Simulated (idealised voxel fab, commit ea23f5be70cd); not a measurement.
The following process module bears the name voxel transistor to metal.
Section cut is 180 nm wide and gridded with 5 nm square cells.
In what follows, cross-sections appear as grids of square cells, described through bands that run from the top down, where every band is one or more rows of cells.
The entry gives the band's vertical extent as a top height and a bottom height in nm, then its horizontal make-up as materials from left to right, each with a width in nm. "empty" stands for empty space; a single material marked "edge to edge" fills the band edge to edge.
Heights are expressed relative to 0, this being the level below which the as-received wafer comprises one material exclusively. The lowest band is unbounded in the downward direction and is denoted as in "from 0 down".
You'd read "30 to 40" like this: the band's top row of cells is as wide as the first number, its bottom row is as wide as the second, and going down, every row changes width by the same amount as the row before did.
Basically "identical to before" means that step didn't change any cell in the cross-section.
If an empty space has no open way to the top and is at least 8 cells in size, "Sealed internal voids" lists it, written width x height at distance, where distance is measured from the left edge and every value is in nm.
What comes after the settings on a step's line is commentary from the simulator itself on that step.
A step line may carry the setting "overlay nm", which, for steps involving a mask, states the distance by which the mask lay to the right of its intended position; negative values denote displacement to the left.

THESE ARE THE STEPS WE PLANNED FOR THE PROCESS
1,op RECEIVE | material Si
2,op OXIDIZE | depth nm 5
3,op CONFORMAL_DEP | material SiN | thk nm 15
4,op DIRECTIONAL_DEP | material aC | thk nm 10
5,op PATTERN | tone cover | mask id ACTIVE | material resist | width nm 110 | thk nm 30 | overlay nm -15
6,op DIRECTIONAL_ETCH | etch materials aC | depth nm 10
7,op STRIP | etch materials resist
8,op DIRECTIONAL_ETCH | etch materials SiN | depth nm 15
9,op DIRECTIONAL_ETCH | etch materials SiO2 | depth nm 5
10,op DIRECTIONAL_ETCH | etch materials Si | depth nm 30
11,op STRIP | etch materials aC
12,op FILL_DEP | material SiO2 | thk nm 5
13,op CMP | height nm 15
14,op SELECTIVE_ETCH | etch materials SiO2 | depth nm 10
15,op STRIP | etch materials SiN
16,op SELECTIVE_ETCH | etch materials SiO2 | depth nm 5
17,op OXIDIZE | depth nm 5
18,op DIRECTIONAL_DEP | material polySi | thk nm 20
19,op DIRECTIONAL_DEP | material SiCN | thk nm 15
20,op PATTERN | tone cover | mask id GATE | material resist | width nm 30 | thk nm 15 | overlay nm 0
21,op DIRECTIONAL_ETCH | etch materials SiCN | depth nm 25
22,op DIRECTIONAL_ETCH | etch materials polySi | depth nm 30
23,op STRIP | etch materials resist
24,op CONFORMAL_DEP | material SiO2 | thk nm 5
25,op DIRECTIONAL_ETCH | etch materials SiO2 | depth nm 5
26,op CONFORMAL_DEP | material SiN | thk nm 5
27,op DIRECTIONAL_ETCH | etch materials SiN | depth nm 5
28,op DIRECTIONAL_ETCH | etch materials SiO2 | depth nm 5
29,op EPI | material nSi | thk nm 5
30,op FILL_DEP | material SiO2 | thk nm 10
31,op CMP | height nm 15
32,op STRIP | etch materials polySi
33,op SELECTIVE_ETCH | etch materials SiO2 | depth nm 5
34,op CONFORMAL_DEP | material HfO2 | thk nm 5
35,op CONFORMAL_DEP | material TiN | thk nm 5
36,op FILL_DEP | material W | thk nm 10
37,op CMP | height nm 10
38,op DIRECTIONAL_DEP | material SiO2 | thk nm 10
39,op PATTERN | tone open | mask id CONTACT | material resist | width nm 20 | pitch nm 80 | thk nm 15 | overlay nm 0
40,op DIRECTIONAL_ETCH | etch materials SiO2 | depth nm 25
41,op STRIP | etch materials resist
42,op CONFORMAL_DEP | material TiN | thk nm 5
43,op FILL_DEP | material W | thk nm 10
44,op CMP | height nm 20
45,op DIRECTIONAL_DEP | material TiN | thk nm 5
46,op DIRECTIONAL_DEP | material W | thk nm 20
47,op DIRECTIONAL_DEP | material aC | thk nm 10
48,op PATTERN | tone cover | mask id METAL_1 | material resist | width nm 20 | pitch nm 80 | thk nm 25 | overlay nm 0
49,op DIRECTIONAL_ETCH | etch materials aC | depth nm 10
50,op STRIP | etch materials resist
51,op DIRECTIONAL_ETCH | etch materials W | depth nm 20
52,op DIRECTIONAL_ETCH | etch materials TiN | depth nm 5
53,op STRIP | etch materials aC
54,op FILL_DEP | material SiO2 | thk nm 10
55,op CMP | height nm 45
56,op CONFORMAL_DEP | material SiCN | thk nm 5
57,op DIRECTIONAL_DEP | material lowk | thk nm 35
58,op MASKED_ETCH | tone open | mask id METAL_2 | width nm 20 | pitch nm 80 | etch materials lowk | depth nm 20 | overlay nm 0
59,op PATTERN | tone open | mask id METAL_2_HOLES | material resist | width nm 15 | pitch nm 80 | thk nm 20 | overlay nm 0
60,op DIRECTIONAL_ETCH | etch materials lowk | depth nm 15
61,op DIRECTIONAL_ETCH | etch materials SiCN | depth nm 5
62,op STRIP | etch materials resist
63,op CONFORMAL_DEP | material TiN | thk nm 5
64,op FILL_DEP | material Cu | thk nm 5
65,op CMP | height nm 85
66,op CONFORMAL_DEP | material SiCN | thk nm 5
The overlay nm used in step 5 is not the same on every wafer, whereas the starting condition is; the value printed in the plan is the first wafer's.

CROSS-SECTION: THE FIRST OF SEVERAL WAFERS IN ITS AS-RECEIVED STATE, I.E. FOLLOWING STEP 1
    from 0 down = Si edge to edge
    Sealed internal voids: none

THE TABLE BELOW HAS ONE ROW FOR EACH WAFER; A ROW SHOWS, AS OF THE END OF THE MODULE, HOW MANY CELLS OF EACH MATERIAL THE WAFER HAS GAINED, MARKED (+), OR LOST, MARKED (-), SINCE IT WAS RECEIVED, AND THEN THE WAFER'S CLOSED VOIDS
overlay nm -15 | +20 Cu | +14 HfO2 | -142 Si | +66 SiCN | +8 SiN | +337 SiO2 | +79 TiN | +54 W | +202 lowk | +10 nSi | Sealed internal voids: none
overlay nm -10 | +20 Cu | +14 HfO2 | -142 Si | +66 SiCN | +8 SiN | +337 SiO2 | +79 TiN | +54 W | +202 lowk | +10 nSi | Sealed internal voids: none
overlay nm -5 | +20 Cu | +14 HfO2 | -142 Si | +66 SiCN | +8 SiN | +337 SiO2 | +78 TiN | +55 W | +202 lowk | +10 nSi | Sealed internal voids: none
overlay nm 0 | +20 Cu | +14 HfO2 | -142 Si | +66 SiCN | +8 SiN | +336 SiO2 | +78 TiN | +56 W | +202 lowk | +10 nSi | Sealed internal voids: none
overlay nm 5 | +20 Cu | +14 HfO2 | -142 Si | +66 SiCN | +8 SiN | +337 SiO2 | +78 TiN | +55 W | +202 lowk | +10 nSi | Sealed internal voids: none
overlay nm 10 | +20 Cu | +14 HfO2 | -142 Si | +66 SiCN | +8 SiN | +337 SiO2 | +79 TiN | +54 W | +202 lowk | +10 nSi | Sealed internal voids: none
overlay nm 15 | +20 Cu | +14 HfO2 | -142 Si | +66 SiCN | +8 SiN | +337 SiO2 | +79 TiN | +54 W | +202 lowk | +10 nSi | Sealed internal voids: none
